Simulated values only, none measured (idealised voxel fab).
process module | voxel gate over fins
For reference, the cross-section in this document is cut, with width 205 nm and square cells of 5 nm.
Cross-section, as written here: a square-cell grid given band by band from the top down, where a band holds one or more rows of cells.
Quick guide to a band line: top height, bottom height (nm) up front; then every material left to right with its width in nm. Only one material and it's marked "full width"? Then it fills the band edge to edge. And "blank" just means empty space.
Heights are measured from 0, the level below which the as-received wafer is all one material; the lowest band has no bottom and continues downward, written as in "0 down".
Width spec "30..40" -> top row of cells at first value, bottom row at second value, equal per-row change in between.
Basically "stayed the same" means that step didn't change any cell in the cross-section.
Under "Enclosed void catalog" you'll find the enclosed gaps, the ones with no way out to the top, that are 8 cells or bigger; each reads width x height at distance, with distance counted from the left edge, everything in nm.
The remark found on a step's line after its settings is issued by the simulator itself and pertains to that step.
When a step includes a mask, the "overlay nm" setting on its line states how far to the right of its planned place that mask lay, and negative values state how far to the left.
So the way this works: pairs, before and after one process step. The after picture only goes down to the lowest band that actually changed, nothing below. Step and its settings are under each pair. And watch out, pairs might come from different runs of this module, same starting wafer though, so a pair only follows on from the one above if its "Ahead of processing" entry tells you so.
## Ahead of processing
0 down = Si full width
Enclosed void catalog: none
## Section, Post-Step
5 to 0 = SiN full width
Nothing below the height 0 has changed.
Enclosed void catalog: none
What was done to get from the upper cross-section to the lower one? CONFORMAL_DEP (material SiN; thk nm 5)
Ahead of processing: The cross-section prior to this step is the one presented after the step of the pair immediately above.
## Section, Post-Step
5 to 0 = 40 of blank, then 15 of SiN, then 40 of blank, then 15 of SiN, then 40 of blank, then 15 of SiN, then 40 of blank
Nothing below the height 0 has changed.
Enclosed void catalog: none
What was done to get from the upper cross-section to the lower one? MASKED_ETCH (tone cover; mask id FINS; width nm 15; pitch nm 55; etch materials SiN; depth nm 5; overlay nm 0)
Ahead of processing: The cross-section prior to this step is the one presented after the step of the pair immediately above.
## Section, Post-Step
5 to 0 = 40 of blank, then 15 of SiN, then 40 of blank, then 15 of SiN, then 40 of blank, then 15 of SiN, then 40 of blank
0 to -35 = 40 of blank, then 15 of Si, then 40 of blank, then 15 of Si, then 40 of blank, then 15 of Si, then 40 of blank
Nothing below the height -35 has changed.
Enclosed void catalog: none
What was done to get from the upper cross-section to the lower one? MASKED_ETCH (tone cover; mask id FINS; width nm 15; pitch nm 55; etch materials Si; depth nm 35; overlay nm 0)
Ahead of processing: The cross-section prior to this step is the one presented after the step of the pair immediately above.
## Section, Post-Step
5 to 0 = 40 of blank, then 15 of SiN, then 40 of blank, then 15 of SiN, then 40 of blank, then 15 of SiN, then 40 of blank
0 to -35 = 40 of blank, then 5 of SiO2, then 5 of Si, then 5 of SiO2, then 40 of blank, then 5 of SiO2, then 5 of Si, then 5 of SiO2, then 40 of blank, then 5 of SiO2, then 5 of Si, then 5 of SiO2, then 40 of blank
-35 to -40 = 45 of SiO2, then 5 of Si, then 50 of SiO2, then 5 of Si, then 50 of SiO2, then 5 of Si, then 45 of SiO2
Nothing below the height -40 has changed.
Enclosed void catalog: none
What was done to get from the upper cross-section to the lower one? OXIDIZE (depth nm 5)
Ahead of processing: The cross-section prior to this step is the one presented after the step of the pair immediately above.
## Section, Post-Step
15 to 5 = SiO2 full width
5 to 0 = 40 of SiO2, then 15 of SiN, then 40 of SiO2, then 15 of SiN, then 40 of SiO2, then 15 of SiN, then 40 of SiO2
0 to -40 = 45 of SiO2, then 5 of Si, then 50 of SiO2, then 5 of Si, then 50 of SiO2, then 5 of Si, then 45 of SiO2
Nothing below the height -40 has changed.
Enclosed void catalog: none
What was done to get from the upper cross-section to the lower one? FILL_DEP (material SiO2; thk nm 10)
Ahead of processing: The cross-section prior to this step is the one presented after the step of the pair immediately above.
## Section, Post-Step
5 to 0 = 40 of SiO2, then 15 of SiN, then 40 of SiO2, then 15 of SiN, then 40 of SiO2, then 15 of SiN, then 40 of SiO2
Nothing below the height 0 has changed.
Enclosed void catalog: none
What was done to get from the upper cross-section to the lower one? CMP (height nm 5)
Ahead of processing: The cross-section prior to this step is the one presented after the step of the pair immediately above.
## Section, Post-Step
20 to 5 = aC full width
Nothing below the height 5 has changed.
Enclosed void catalog: none
What was done to get from the upper cross-section to the lower one? DIRECTIONAL_DEP (material aC; thk nm 15)
Ahead of processing: The cross-section prior to this step is the one presented after the step of the pair immediately above.
## Section, Post-Step
55 to 20 = 65 of resist, then 15 of blank, then 125 of resist
Nothing below the height 20 has changed.
Enclosed void catalog: none
What was done to get from the upper cross-section to the lower one? PATTERN (tone open; mask id RAIL; material resist; width nm 15; thk nm 35; overlay nm 0)
Ahead of processing: The cross-section prior to this step is the one presented after the step of the pair immediately above.
## Section, Post-Step
40 to 20 = 65 of resist, then 15 of blank, then 125 of resist
20 to 5 = 65 of aC, then 15 of blank, then 125 of aC
Nothing below the height 5 has changed.
Enclosed void catalog: none
What was done to get from the upper cross-section to the lower one? DIRECTIONAL_ETCH (etch materials aC; depth nm 15)
Ahead of processing: The cross-section prior to this step is the one presented after the step of the pair immediately above.
## Section, Post-Step
20 to 5 = 65 of aC, then 15 of blank, then 125 of aC
Nothing below the height 5 has changed.
Enclosed void catalog: none
What was done to get from the upper cross-section to the lower one? STRIP (etch materials resist)
Ahead of processing: The cross-section prior to this step is the one presented after the step of the pair immediately above.
## Section, Post-Step
20 to 5 = 65 of aC, then 15 of blank, then 125 of aC
5 to 0 = 40 of SiO2, then 15 of SiN, then 10 of SiO2, then 15 of blank, then 15 of SiO2, then 15 of SiN, then 40 of SiO2, then 15 of SiN, then 40 of SiO2
0 to -30 = 45 of SiO2, then 5 of Si, then 15 of SiO2, then 15 of blank, then 20 of SiO2, then 5 of Si, then 50 of SiO2, then 5 of Si, then 45 of SiO2
Nothing below the height -30 has changed.
Enclosed void catalog: none
What was done to get from the upper cross-section to the lower one? DIRECTIONAL_ETCH (etch materials SiO2; depth nm 35)
Ahead of processing: The cross-section prior to this step is the one presented after the step of the pair immediately above.
## Section, Post-Step
5 to 0 = 40 of SiO2, then 15 of SiN, then 10 of SiO2, then 15 of blank, then 15 of SiO2, then 15 of SiN, then 40 of SiO2, then 15 of SiN, then 40 of SiO2
Nothing below the height 0 has changed.
Enclosed void catalog: none
What was done to get from the upper cross-section to the lower one? STRIP (etch materials aC)
Ahead of processing: The cross-section prior to this step is the one presented after the step of the pair immediately above.
## Section, Post-Step
10 to 5 = 70 of TiN, then 5 of blank, then 130 of TiN
5 to 0 = 40 of SiO2, then 15 of SiN, then 10 of SiO2, then 5 of TiN, then 5 of blank, then 5 of TiN, then 15 of SiO2, then 15 of SiN, then 40 of SiO2, then 15 of SiN, then 40 of SiO2
0 to -25 = 45 of SiO2, then 5 of Si, then 15 of SiO2, then 5 of TiN, then 5 of blank, then 5 of TiN, then 20 of SiO2, then 5 of Si, then 50 of SiO2, then 5 of Si, then 45 of SiO2
-25 to -30 = 45 of SiO2, then 5 of Si, then 15 of SiO2, then 15 of TiN, then 20 of SiO2, then 5 of Si, then 50 of SiO2, then 5 of Si, then 45 of SiO2
Nothing below the height -30 has changed.
Enclosed void catalog: none
What was done to get from the upper cross-section to the lower one? CONFORMAL_DEP (material TiN; thk nm 5)
Ahead of processing: The cross-section prior to this step is the one presented after the step of the pair immediately above.
## Section, Post-Step
15 to 10 = Ru full width
10 to 5 = 70 of TiN, then 5 of Ru, then 130 of TiN
5 to 0 = 40 of SiO2, then 15 of SiN, then 10 of SiO2, then 5 of TiN, then 5 of Ru, then 5 of TiN, then 15 of SiO2, then 15 of SiN, then 40 of SiO2, then 15 of SiN, then 40 of SiO2
0 to -25 = 45 of SiO2, then 5 of Si, then 15 of SiO2, then 5 of TiN, then 5 of Ru, then 5 of TiN, then 20 of SiO2, then 5 of Si, then 50 of SiO2, then 5 of Si, then 45 of SiO2
Nothing below the height -25 has changed.
Enclosed void catalog: none
What was done to get from the upper cross-section to the lower one? FILL_DEP (material Ru; thk nm 5)
Ahead of processing: The cross-section prior to this step is the one presented after the step of the pair immediately above.
## Section, Post-Step
5 to 0 = 40 of SiO2, then 15 of SiN, then 10 of SiO2, then 5 of TiN, then 5 of Ru, then 5 of TiN, then 15 of SiO2, then 15 of SiN, then 40 of SiO2, then 15 of SiN, then 40 of SiO2
Nothing below the height 0 has changed.
Enclosed void catalog: none
What was done to get from the upper cross-section to the lower one? CMP (height nm 5)
Ahead of processing: The cross-section prior to this step is the one presented after the step of the pair immediately above.
## Section, Post-Step
5 to 0 = 40 of SiO2, then 15 of SiN, then 10 of SiO2, then 15 of blank, then 15 of SiO2, then 15 of SiN, then 40 of SiO2, then 15 of SiN, then 40 of SiO2
0 to -25 = 45 of SiO2, then 5 of Si, then 15 of SiO2, then 15 of blank, then 20 of SiO2, then 5 of Si, then 50 of SiO2, then 5 of Si, then 45 of SiO2
Nothing below the height -25 has changed.
Enclosed void catalog: none
What was done to get from the upper cross-section to the lower one? SELECTIVE_ETCH (etch materials W Ru TiN; depth nm 30)
Ahead of processing: The cross-section prior to this step is the one presented after the step of the pair immediately above.
## Section, Post-Step
10 to 5 = SiO2 full width
5 to 0 = 40 of SiO2, then 15 of SiN, then 40 of SiO2, then 15 of SiN, then 40 of SiO2, then 15 of SiN, then 40 of SiO2
0 to -25 = 45 of SiO2, then 5 of Si, then 50 of SiO2, then 5 of Si, then 50 of SiO2, then 5 of Si, then 45 of SiO2
Nothing below the height -25 has changed.
Enclosed void catalog: none
What was done to get from the upper cross-section to the lower one? FILL_DEP (material SiO2; thk nm 5)
Ahead of processing: The cross-section prior to this step is the one presented after the step of the pair immediately above.
## Section, Post-Step
5 to 0 = 40 of SiO2, then 15 of SiN, then 40 of SiO2, then 15 of SiN, then 40 of SiO2, then 15 of SiN, then 40 of SiO2
Nothing below the height 0 has changed.
Enclosed void catalog: none
What was done to get from the upper cross-section to the lower one? CMP (height nm 5)
Ahead of processing: The cross-section prior to this step is the one presented after the step of the pair immediately above.
## Section, Post-Step
5 to 0 = 40 of blank, then 15 of SiN, then 40 of blank, then 15 of SiN, then 40 of blank, then 15 of SiN, then 40 of blank
0 to -15 = 45 of blank, then 5 of Si, then 50 of blank, then 5 of Si, then 50 of blank, then 5 of Si, then 45 of blank
Nothing below the height -15 has changed.
Enclosed void catalog: none
What was done to get from the upper cross-section to the lower one? SELECTIVE_ETCH (etch materials SiO2; depth nm 20)
Ahead of processing: The cross-section prior to this step is the one presented after the step of the pair immediately above.
## Section, Post-Step
0 to -15 = 45 of blank, then 5 of Si, then 50 of blank, then 5 of Si, then 50 of blank, then 5 of Si, then 45 of blank
Nothing below the height -15 has changed.
Enclosed void catalog: none
What was done to get from the upper cross-section to the lower one? STRIP (etch materials SiN)
Ahead of processing: The cross-section prior to this step is the one presented after the step of the pair immediately above.
## Section, Post-Step
5 to 0 = 40 of blank, then 15 of HfO2, then 40 of blank, then 15 of HfO2, then 40 of blank, then 15 of HfO2, then 40 of blank
0 to -10 = 40 of blank, then 5 of HfO2, then 5 of Si, then 5 of HfO2, then 40 of blank, then 5 of HfO2, then 5 of Si, then 5 of HfO2, then 40 of blank, then 5 of HfO2, then 5 of Si, then 5 of HfO2, then 40 of blank
-10 to -15 = 45 of HfO2, then 5 of Si, then 50 of HfO2, then 5 of Si, then 50 of HfO2, then 5 of Si, then 45 of HfO2
Nothing below the height -15 has changed.
Enclosed void catalog: none
What was done to get from the upper cross-section to the lower one? CONFORMAL_DEP (material HfO2; thk nm 5)
Ahead of processing: The cross-section prior to this step is the one presented after the step of the pair immediately above.
## Section, Post-Step
10 to 5 = 35 of blank, then 25 of TiN, then 30 of blank, then 25 of TiN, then 30 of blank, then 25 of TiN, then 35 of blank
5 to 0 = 35 of blank, then 5 of TiN, then 15 of HfO2, then 5 of TiN, then 30 of blank, then 5 of TiN, then 15 of HfO2, then 5 of TiN, then 30 of blank, then 5 of TiN, then 15 of HfO2, then 5 of TiN, then 35 of blank
0 to -5 = 35 of blank, then 5 of TiN, then 5 of HfO2, then 5 of Si, then 5 of HfO2, then 5 of TiN, then 30 of blank, then 5 of TiN, then 5 of HfO2, then 5 of Si, then 5 of HfO2, then 5 of TiN, then 30 of blank, then 5 of TiN, then 5 of HfO2, then 5 of Si, then 5 of HfO2, then 5 of TiN, then 35 of blank
-5 to -10 = 40 of TiN, then 5 of HfO2, then 5 of Si, then 5 of HfO2, then 40 of TiN, then 5 of HfO2, then 5 of Si, then 5 of HfO2, then 40 of TiN, then 5 of HfO2, then 5 of Si, then 5 of HfO2, then 40 of TiN
Nothing below the height -10 has changed.
Enclosed void catalog: none
What was done to get from the upper cross-section to the lower one? CONFORMAL_DEP (material TiN; thk nm 5)
Ahead of processing: The cross-section prior to this step is the one presented after the step of the pair immediately above.
## Section, Post-Step
25 to 10 = W full width
10 to 5 = 35 of W, then 25 of TiN, then 30 of W, then 25 of TiN, then 30 of W, then 25 of TiN, then 35 of W
5 to 0 = 35 of W, then 5 of TiN, then 15 of HfO2, then 5 of TiN, then 30 of W, then 5 of TiN, then 15 of HfO2, then 5 of TiN, then 30 of W, then 5 of TiN, then 15 of HfO2, then 5 of TiN, then 35 of W
0 to -5 = 35 of W, then 5 of TiN, then 5 of HfO2, then 5 of Si, then 5 of HfO2, then 5 of TiN, then 30 of W, then 5 of TiN, then 5 of HfO2, then 5 of Si, then 5 of HfO2, then 5 of TiN, then 30 of W, then 5 of TiN, then 5 of HfO2, then 5 of Si, then 5 of HfO2, then 5 of TiN, then 35 of W
Nothing below the height -5 has changed.
Enclosed void catalog: none
What was done to get from the upper cross-section to the lower one? FILL_DEP (material W; thk nm 15)
Ahead of processing: The cross-section prior to this step is the one presented after the step of the pair immediately above.
## Section, Post-Step
20 to 10 = W full width
Nothing below the height 10 has changed.
Enclosed void catalog: none
What was done to get from the upper cross-section to the lower one? CMP (height nm 20)
Ahead of processing: The cross-section prior to this step is the one presented after the step of the pair immediately above.
## Section, Post-Step
25 to 20 = SiCN full width
Nothing below the height 20 has changed.
Enclosed void catalog: none
What was done to get from the upper cross-section to the lower one? CONFORMAL_DEP (material SiCN; thk nm 5)
## Ahead of processing
0 to -15 = 45 of blank, then 5 of Si, then 50 of blank, then 5 of Si, then 50 of blank, then 5 of Si, then 45 of blank
-15 to -25 = 45 of SiO2, then 5 of Si, then 50 of SiO2, then 5 of Si, then 50 of SiO2, then 5 of Si, then 45 of SiO2
-25 to -30 = 45 of SiO2, then 5 of Si, then 15 of SiO2, then 15 of TiN, then 20 of SiO2, then 5 of Si, then 50 of SiO2, then 5 of Si, then 45 of SiO2
-30 to -40 = 45 of SiO2, then 5 of Si, then 50 of SiO2, then 5 of Si, then 50 of SiO2, then 5 of Si, then 45 of SiO2
-40 down = Si full width
Enclosed void catalog: none
## Section, Post-Step
5 to 0 = 40 of blank, then 15 of TiN, then 40 of blank, then 15 of TiN, then 40 of blank, then 15 of TiN, then 40 of blank
0 to -10 = 40 of blank, then 5 of TiN, then 5 of Si, then 5 of TiN, then 40 of blank, then 5 of TiN, then 5 of Si, then 5 of TiN, then 40 of blank, then 5 of TiN, then 5 of Si, then 5 of TiN, then 40 of blank
-10 to -15 = 45 of TiN, then 5 of Si, then 50 of TiN, then 5 of Si, then 50 of TiN, then 5 of Si, then 45 of TiN
Nothing below the height -15 has changed.
Enclosed void catalog: none
What was done to get from the upper cross-section to the lower one? CONFORMAL_DEP (material TiN; thk nm 5)
Ahead of processing: The cross-section prior to this step is the one presented after the step of the pair immediately above.
## Section, Post-Step
20 to 5 = W full width
5 to 0 = 40 of W, then 15 of TiN, then 40 of W, then 15 of TiN, then 40 of W, then 15 of TiN, then 40 of W
0 to -10 = 40 of W, then 5 of TiN, then 5 of Si, then 5 of TiN, then 40 of W, then 5 of TiN, then 5 of Si, then 5 of TiN, then 40 of W, then 5 of TiN, then 5 of Si, then 5 of TiN, then 40 of W
Nothing below the height -10 has changed.
Enclosed void catalog: none
What was done to get from the upper cross-section to the lower one? FILL_DEP (material W; thk nm 15)
Ahead of processing: The cross-section prior to this step is the one presented after the step of the pair immediately above.
## Section, Post-Step
25 to 20 = SiCN full width
Nothing below the height 20 has changed.
Enclosed void catalog: none
What was done to get from the upper cross-section to the lower one? CONFORMAL_DEP (material SiCN; thk nm 5)
## Ahead of processing
5 to 0 = 40 of blank, then 15 of SiN, then 40 of blank, then 15 of SiN, then 40 of blank, then 15 of SiN, then 40 of blank
0 to -35 = 40 of blank, then 15 of Si, then 40 of blank, then 15 of Si, then 40 of blank, then 15 of Si, then 40 of blank
-35 down = Si full width
Enclosed void catalog: none
## Section, Post-Step
5 to 0 = 40 of blank, then 15 of SiN, then 40 of blank, then 15 of SiN, then 40 of blank, then 15 of SiN, then 40 of blank
0 to -70 = 40 of blank, then 15 of Si, then 40 of blank, then 15 of Si, then 40 of blank, then 15 of Si, then 40 of blank
Nothing below the height -70 has changed.
Enclosed void catalog: none
What was done to get from the upper cross-section to the lower one? MASKED_ETCH (tone cover; mask id FINS; width nm 15; pitch nm 55; etch materials Si; depth nm 35; overlay nm 0)
Ahead of processing: The cross-section prior to this step is the one presented after the step of the pair immediately above.
## Section, Post-Step
5 to 0 = 40 of blank, then 15 of SiN, then 40 of blank, then 15 of SiN, then 40 of blank, then 15 of SiN, then 40 of blank
0 to -70 = 40 of blank, then 5 of SiO2, then 5 of Si, then 5 of SiO2, then 40 of blank, then 5 of SiO2, then 5 of Si, then 5 of SiO2, then 40 of blank, then 5 of SiO2, then 5 of Si, then 5 of SiO2, then 40 of blank
-70 to -75 = 45 of SiO2, then 5 of Si, then 50 of SiO2, then 5 of Si, then 50 of SiO2, then 5 of Si, then 45 of SiO2
Nothing below the height -75 has changed.
Enclosed void catalog: none
What was done to get from the upper cross-section to the lower one? OXIDIZE (depth nm 5)
Ahead of processing: The cross-section prior to this step is the one presented after the step of the pair immediately above.
## Section, Post-Step
15 to 5 = SiO2 full width
5 to 0 = 40 of SiO2, then 15 of SiN, then 40 of SiO2, then 15 of SiN, then 40 of SiO2, then 15 of SiN, then 40 of SiO2
0 to -75 = 45 of SiO2, then 5 of Si, then 50 of SiO2, then 5 of Si, then 50 of SiO2, then 5 of Si, then 45 of SiO2
Nothing below the height -75 has changed.
Enclosed void catalog: none
What was done to get from the upper cross-section to the lower one? FILL_DEP (material SiO2; thk nm 10)
Ahead of processing: The cross-section prior to this step is the one presented after the step of the pair immediately above.
## Section, Post-Step
5 to 0 = 40 of SiO2, then 15 of SiN, then 40 of SiO2, then 15 of SiN, then 40 of SiO2, then 15 of SiN, then 40 of SiO2
Nothing below the height 0 has changed.
Enclosed void catalog: none
What was done to get from the upper cross-section to the lower one? CMP (height nm 5)
Ahead of processing: The cross-section prior to this step is the one presented after the step of the pair immediately above.
## Section, Post-Step
20 to 5 = aC full width
Nothing below the height 5 has changed.
Enclosed void catalog: none
What was done to get from the upper cross-section to the lower one? DIRECTIONAL_DEP (material aC; thk nm 15)
Ahead of processing: The cross-section prior to this step is the one presented after the step of the pair immediately above.
## Section, Post-Step
55 to 20 = 65 of resist, then 15 of blank, then 125 of resist
Nothing below the height 20 has changed.
Enclosed void catalog: none
What was done to get from the upper cross-section to the lower one? PATTERN (tone open; mask id RAIL; material resist; width nm 15; thk nm 35; overlay nm 0)
Ahead of processing: The cross-section prior to this step is the one presented after the step of the pair immediately above.
## Section, Post-Step
40 to 20 = 65 of resist, then 15 of blank, then 125 of resist
20 to 5 = 65 of aC, then 15 of blank, then 125 of aC
Nothing below the height 5 has changed.
Enclosed void catalog: none
What was done to get from the upper cross-section to the lower one? DIRECTIONAL_ETCH (etch materials aC; depth nm 15)
Ahead of processing: The cross-section prior to this step is the one presented after the step of the pair immediately above.
## Section, Post-Step
20 to 5 = 65 of aC, then 15 of blank, then 125 of aC
Nothing below the height 5 has changed.
Enclosed void catalog: none
What was done to get from the upper cross-section to the lower one? STRIP (etch materials resist)
Ahead of processing: The cross-section prior to this step is the one presented after the step of the pair immediately above.
## Section, Post-Step
20 to 5 = 65 of aC, then 15 of blank, then 125 of aC
5 to 0 = 40 of SiO2, then 15 of SiN, then 10 of SiO2, then 15 of blank, then 15 of SiO2, then 15 of SiN, then 40 of SiO2, then 15 of SiN, then 40 of SiO2
0 to -30 = 45 of SiO2, then 5 of Si, then 15 of SiO2, then 15 of blank, then 20 of SiO2, then 5 of Si, then 50 of SiO2, then 5 of Si, then 45 of SiO2
Nothing below the height -30 has changed.
Enclosed void catalog: none
What was done to get from the upper cross-section to the lower one? DIRECTIONAL_ETCH (etch materials SiO2; depth nm 35)
Ahead of processing: The cross-section prior to this step is the one presented after the step of the pair immediately above.
## Section, Post-Step
5 to 0 = 40 of SiO2, then 15 of SiN, then 10 of SiO2, then 15 of blank, then 15 of SiO2, then 15 of SiN, then 40 of SiO2, then 15 of SiN, then 40 of SiO2
Nothing below the height 0 has changed.
Enclosed void catalog: none
What was done to get from the upper cross-section to the lower one? STRIP (etch materials aC)
Ahead of processing: The cross-section prior to this step is the one presented after the step of the pair immediately above.
## Section, Post-Step
10 to 5 = 70 of TiN, then 5 of blank, then 130 of TiN
5 to 0 = 40 of SiO2, then 15 of SiN, then 10 of SiO2, then 5 of TiN, then 5 of blank, then 5 of TiN, then 15 of SiO2, then 15 of SiN, then 40 of SiO2, then 15 of SiN, then 40 of SiO2
0 to -25 = 45 of SiO2, then 5 of Si, then 15 of SiO2, then 5 of TiN, then 5 of blank, then 5 of TiN, then 20 of SiO2, then 5 of Si, then 50 of SiO2, then 5 of Si, then 45 of SiO2
-25 to -30 = 45 of SiO2, then 5 of Si, then 15 of SiO2, then 15 of TiN, then 20 of SiO2, then 5 of Si, then 50 of SiO2, then 5 of Si, then 45 of SiO2
Nothing below the height -30 has changed.
Enclosed void catalog: none
What was done to get from the upper cross-section to the lower one? CONFORMAL_DEP (material TiN; thk nm 5)
Ahead of processing: The cross-section prior to this step is the one presented after the step of the pair immediately above.
## Section, Post-Step
15 to 10 = Ru full width
10 to 5 = 70 of TiN, then 5 of Ru, then 130 of TiN
5 to 0 = 40 of SiO2, then 15 of SiN, then 10 of SiO2, then 5 of TiN, then 5 of Ru, then 5 of TiN, then 15 of SiO2, then 15 of SiN, then 40 of SiO2, then 15 of SiN, then 40 of SiO2
0 to -25 = 45 of SiO2, then 5 of Si, then 15 of SiO2, then 5 of TiN, then 5 of Ru, then 5 of TiN, then 20 of SiO2, then 5 of Si, then 50 of SiO2, then 5 of Si, then 45 of SiO2
Nothing below the height -25 has changed.
Enclosed void catalog: none
What was done to get from the upper cross-section to the lower one? FILL_DEP (material Ru; thk nm 5)
Ahead of processing: The cross-section prior to this step is the one presented after the step of the pair immediately above.
## Section, Post-Step
5 to 0 = 40 of SiO2, then 15 of SiN, then 10 of SiO2, then 5 of TiN, then 5 of Ru, then 5 of TiN, then 15 of SiO2, then 15 of SiN, then 40 of SiO2, then 15 of SiN, then 40 of SiO2
Nothing below the height 0 has changed.
Enclosed void catalog: none
What was done to get from the upper cross-section to the lower one? CMP (height nm 5)
Ahead of processing: The cross-section prior to this step is the one presented after the step of the pair immediately above.
## Section, Post-Step
5 to 0 = 40 of SiO2, then 15 of SiN, then 10 of SiO2, then 15 of blank, then 15 of SiO2, then 15 of SiN, then 40 of SiO2, then 15 of SiN, then 40 of SiO2
0 to -25 = 45 of SiO2, then 5 of Si, then 15 of SiO2, then 15 of blank, then 20 of SiO2, then 5 of Si, then 50 of SiO2, then 5 of Si, then 45 of SiO2
Nothing below the height -25 has changed.
Enclosed void catalog: none
What was done to get from the upper cross-section to the lower one? SELECTIVE_ETCH (etch materials W Ru TiN; depth nm 30)
Ahead of processing: The cross-section prior to this step is the one presented after the step of the pair immediately above.
## Section, Post-Step
10 to 5 = SiO2 full width
5 to 0 = 40 of SiO2, then 15 of SiN, then 40 of SiO2, then 15 of SiN, then 40 of SiO2, then 15 of SiN, then 40 of SiO2
0 to -25 = 45 of SiO2, then 5 of Si, then 50 of SiO2, then 5 of Si, then 50 of SiO2, then 5 of Si, then 45 of SiO2
Nothing below the height -25 has changed.
Enclosed void catalog: none
What was done to get from the upper cross-section to the lower one? FILL_DEP (material SiO2; thk nm 5)
Ahead of processing: The cross-section prior to this step is the one presented after the step of the pair immediately above.
## Section, Post-Step
5 to 0 = 40 of SiO2, then 15 of SiN, then 40 of SiO2, then 15 of SiN, then 40 of SiO2, then 15 of SiN, then 40 of SiO2
Nothing below the height 0 has changed.
Enclosed void catalog: none
What was done to get from the upper cross-section to the lower one? CMP (height nm 5)
Ahead of processing: The cross-section prior to this step is the one presented after the step of the pair immediately above.
## Section, Post-Step
5 to 0 = 40 of blank, then 15 of SiN, then 40 of blank, then 15 of SiN, then 40 of blank, then 15 of SiN, then 40 of blank
0 to -15 = 45 of blank, then 5 of Si, then 50 of blank, then 5 of Si, then 50 of blank, then 5 of Si, then 45 of blank
Nothing below the height -15 has changed.
Enclosed void catalog: none
What was done to get from the upper cross-section to the lower one? SELECTIVE_ETCH (etch materials SiO2; depth nm 20)
Ahead of processing: The cross-section prior to this step is the one presented after the step of the pair immediately above.
## Section, Post-Step
0 to -15 = 45 of blank, then 5 of Si, then 50 of blank, then 5 of Si, then 50 of blank, then 5 of Si, then 45 of blank
Nothing below the height -15 has changed.
Enclosed void catalog: none
What was done to get from the upper cross-section to the lower one? STRIP (etch materials SiN)
Ahead of processing: The cross-section prior to this step is the one presented after the step of the pair immediately above.
## Section, Post-Step
5 to 0 = 40 of blank, then 15 of HfO2, then 40 of blank, then 15 of HfO2, then 40 of blank, then 15 of HfO2, then 40 of blank
0 to -10 = 40 of blank, then 5 of HfO2, then 5 of Si, then 5 of HfO2, then 40 of blank, then 5 of HfO2, then 5 of Si, then 5 of HfO2, then 40 of blank, then 5 of HfO2, then 5 of Si, then 5 of HfO2, then 40 of blank
-10 to -15 = 45 of HfO2, then 5 of Si, then 50 of HfO2, then 5 of Si, then 50 of HfO2, then 5 of Si, then 45 of HfO2
Nothing below the height -15 has changed.
Enclosed void catalog: none
What was done to get from the upper cross-section to the lower one? CONFORMAL_DEP (material HfO2; thk nm 5)
Ahead of processing: The cross-section prior to this step is the one presented after the step of the pair immediately above.
## Section, Post-Step
10 to 5 = 35 of blank, then 25 of TiN, then 30 of blank, then 25 of TiN, then 30 of blank, then 25 of TiN, then 35 of blank
5 to 0 = 35 of blank, then 5 of TiN, then 15 of HfO2, then 5 of TiN, then 30 of blank, then 5 of TiN, then 15 of HfO2, then 5 of TiN, then 30 of blank, then 5 of TiN, then 15 of HfO2, then 5 of TiN, then 35 of blank
0 to -5 = 35 of blank, then 5 of TiN, then 5 of HfO2, then 5 of Si, then 5 of HfO2, then 5 of TiN, then 30 of blank, then 5 of TiN, then 5 of HfO2, then 5 of Si, then 5 of HfO2, then 5 of TiN, then 30 of blank, then 5 of TiN, then 5 of HfO2, then 5 of Si, then 5 of HfO2, then 5 of TiN, then 35 of blank
-5 to -10 = 40 of TiN, then 5 of HfO2, then 5 of Si, then 5 of HfO2, then 40 of TiN, then 5 of HfO2, then 5 of Si, then 5 of HfO2, then 40 of TiN, then 5 of HfO2, then 5 of Si, then 5 of HfO2, then 40 of TiN
Nothing below the height -10 has changed.
Enclosed void catalog: none
What was done to get from the upper cross-section to the lower one? CONFORMAL_DEP (material TiN; thk nm 5)
Ahead of processing: The cross-section prior to this step is the one presented after the step of the pair immediately above.
## Section, Post-Step
25 to 10 = W full width
10 to 5 = 35 of W, then 25 of TiN, then 30 of W, then 25 of TiN, then 30 of W, then 25 of TiN, then 35 of W
5 to 0 = 35 of W, then 5 of TiN, then 15 of HfO2, then 5 of TiN, then 30 of W, then 5 of TiN, then 15 of HfO2, then 5 of TiN, then 30 of W, then 5 of TiN, then 15 of HfO2, then 5 of TiN, then 35 of W
0 to -5 = 35 of W, then 5 of TiN, then 5 of HfO2, then 5 of Si, then 5 of HfO2, then 5 of TiN, then 30 of W, then 5 of TiN, then 5 of HfO2, then 5 of Si, then 5 of HfO2, then 5 of TiN, then 30 of W, then 5 of TiN, then 5 of HfO2, then 5 of Si, then 5 of HfO2, then 5 of TiN, then 35 of W
Nothing below the height -5 has changed.
Enclosed void catalog: none
What was done to get from the upper cross-section to the lower one? FILL_DEP (material W; thk nm 15)
Ahead of processing: The cross-section prior to this step is the one presented after the step of the pair immediately above.
## Section, Post-Step
20 to 10 = W full width
Nothing below the height 10 has changed.
Enclosed void catalog: none
What was done to get from the upper cross-section to the lower one? CMP (height nm 20)
Ahead of processing: The cross-section prior to this step is the one presented after the step of the pair immediately above.
## Section, Post-Step
25 to 20 = SiCN full width
Nothing below the height 20 has changed.
Enclosed void catalog: none
What was done to get from the upper cross-section to the lower one? CONFORMAL_DEP (material SiCN; thk nm 5)
